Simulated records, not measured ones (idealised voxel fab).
A process module follows: voxel capacitor over wiring.
Shown is cross-section cut, with a width of 165 nm and square cells of size 5 nm.
In what follows, cross-sections appear as grids of square cells, described through bands that run from the top down, where every band is one or more rows of cells.
The entry gives the band's vertical extent as a top height and a bottom height in nm, then its horizontal make-up as materials from left to right, each with a width in nm. "empty" stands for empty space; a single material marked "full width" fills the band edge to edge.
Zero point of the height axis is 0; under it, received wafer = one material. Lowest band: continues down indefinitely, "from 0 down".
Width "30..40": first value at the band's top row of cells, second value at its bottom row, equal change from row to row.
When a step is marked "no change occurred", none of the cells in the cross-section changed during that step.
The list in "Sealed internal cavities" covers empty spaces of 8 cells or more that cannot reach the top through any open way, and it gives each as width x height at distance; the distance is from the left edge, and width, height and distance are in nm.
That trailing text on a step's line, after the settings, is the simulator's own remark on the step.
Regarding "overlay nm": on a step with a mask, it is the distance the mask lay to the right of its planned place; a negative value places it to the left.
## The planned process steps are enumerated hereunder
step 1: RECEIVE,material Si
step 2: CONFORMAL_DEP,material SiO2,thk nm 15
step 3: CONFORMAL_DEP,material SiN,thk nm 5
step 4: DIRECTIONAL_DEP,material SiO2,thk nm 25
step 5: PATTERN,tone open,mask id METAL_1,material resist,width nm 20,pitch nm 75,thk nm 20,overlay nm 0
step 6: DIRECTIONAL_ETCH,etch materials SiO2,depth nm 25
step 7: DIRECTIONAL_ETCH,etch materials SiN,depth nm 5
step 8: STRIP,etch materials resist
step 9: CONFORMAL_DEP,material TiN,thk nm 5
step 10: FILL_DEP,material Ru,thk nm 5
step 11: CMP,height nm 45
step 12: EPI,material Ru,thk nm 5
step 13: FILL_DEP,material SiCN,thk nm 5
step 14: DIRECTIONAL_DEP,material SiO2,thk nm 20
step 15: MASKED_ETCH,tone open,mask id PLUG_1,width nm 15,etch materials SiO2,depth nm 20,overlay nm 0
step 16: MASKED_ETCH,tone open,mask id PLUG_1,width nm 15,etch materials SiCN,depth nm 5,overlay nm 0
step 17: EPI,material Ru,thk nm 10
step 18: EPI,material Ru,thk nm 10
step 19: EPI,material Ru,thk nm 5
step 20: DIRECTIONAL_DEP,material TiN,thk nm 5
step 21: DIRECTIONAL_DEP,material SiN,thk nm 5
step 22: DIRECTIONAL_DEP,material TiN,thk nm 5
step 23: DIRECTIONAL_DEP,material aC,thk nm 15
step 24: PATTERN,tone cover,mask id UPPER_PLATE,material resist,width nm 60,thk nm 30,overlay nm 0
step 25: DIRECTIONAL_ETCH,etch materials aC,depth nm 15
step 26: STRIP,etch materials resist
step 27: DIRECTIONAL_ETCH,etch materials TiN,depth nm 5
step 28: DIRECTIONAL_ETCH,etch materials SiN,depth nm 5
step 29: STRIP,etch materials aC
step 30: MASKED_ETCH,tone cover,mask id LOWER_PLATE,width nm 70,etch materials TiN,depth nm 5,overlay nm 0
step 31: FILL_DEP,material SiO2,thk nm 20
step 32: CMP,height nm 105
step 33: DIRECTIONAL_DEP,material aC,thk nm 15
step 34: PATTERN,tone open,mask id PLUG_2,material resist,width nm 15,thk nm 35,overlay nm 0
step 35: DIRECTIONAL_ETCH,etch materials aC,depth nm 15
step 36: STRIP,etch materials resist
step 37: DIRECTIONAL_ETCH,etch materials SiO2,depth nm 15
step 38: STRIP,etch materials aC
step 39: CONFORMAL_DEP,material TiN,thk nm 5
step 40: FILL_DEP,material Ru,thk nm 5
step 41: CMP,height nm 105
step 42: CONFORMAL_DEP,material SiN,thk nm 5
## As-received state of the wafer in cross-section, equivalent to post-step 1
- from 0 down: Si full width
- Sealed internal cavities: none
## The following cross-section depicts the wafer upon conclusion of the module. Processing commenced from the starting condition illustrated above and adhered to the plan illustrated above, save for one mistake in execution
- from 105 to 100: SiN full width
- from 100 to 95: SiO2: 50 / TiN: 5 / Ru: 5 / TiN: 5 / SiO2: 100
- from 95 to 85: SiO2: 50..40 / TiN: 15..60 / SiO2: 100..65
- from 85 to 80: SiO2: 40 / SiN: 60 / SiO2: 65
- from 80 to 75: SiO2: 35 / TiN: 70 / SiO2: 60
- from 75 to 55: SiO2: 40 / Ru: 15 / SiO2: 110
- from 55 to 50: SiCN: 40 / Ru: 15 / SiCN: 110
- from 50 to 45: SiCN: 30 / Ru: 30 / SiCN: 45 / Ru: 30 / SiCN: 30
- from 45 to 20: SiO2: 35 / TiN: 5 / Ru: 10 / TiN: 5 / SiO2: 55 / TiN: 5 / Ru: 10 / TiN: 5 / SiO2: 35
- from 20 to 15: SiN: 35 / TiN: 20 / SiN: 55 / TiN: 20 / SiN: 35
- from 15 to 0: SiO2 full width
- from 0 down: Si full width
- Sealed internal cavities: none
Finding, execution versus plan: for step 41, the planned setting was not used; the step was instead run as CMP,height nm 100
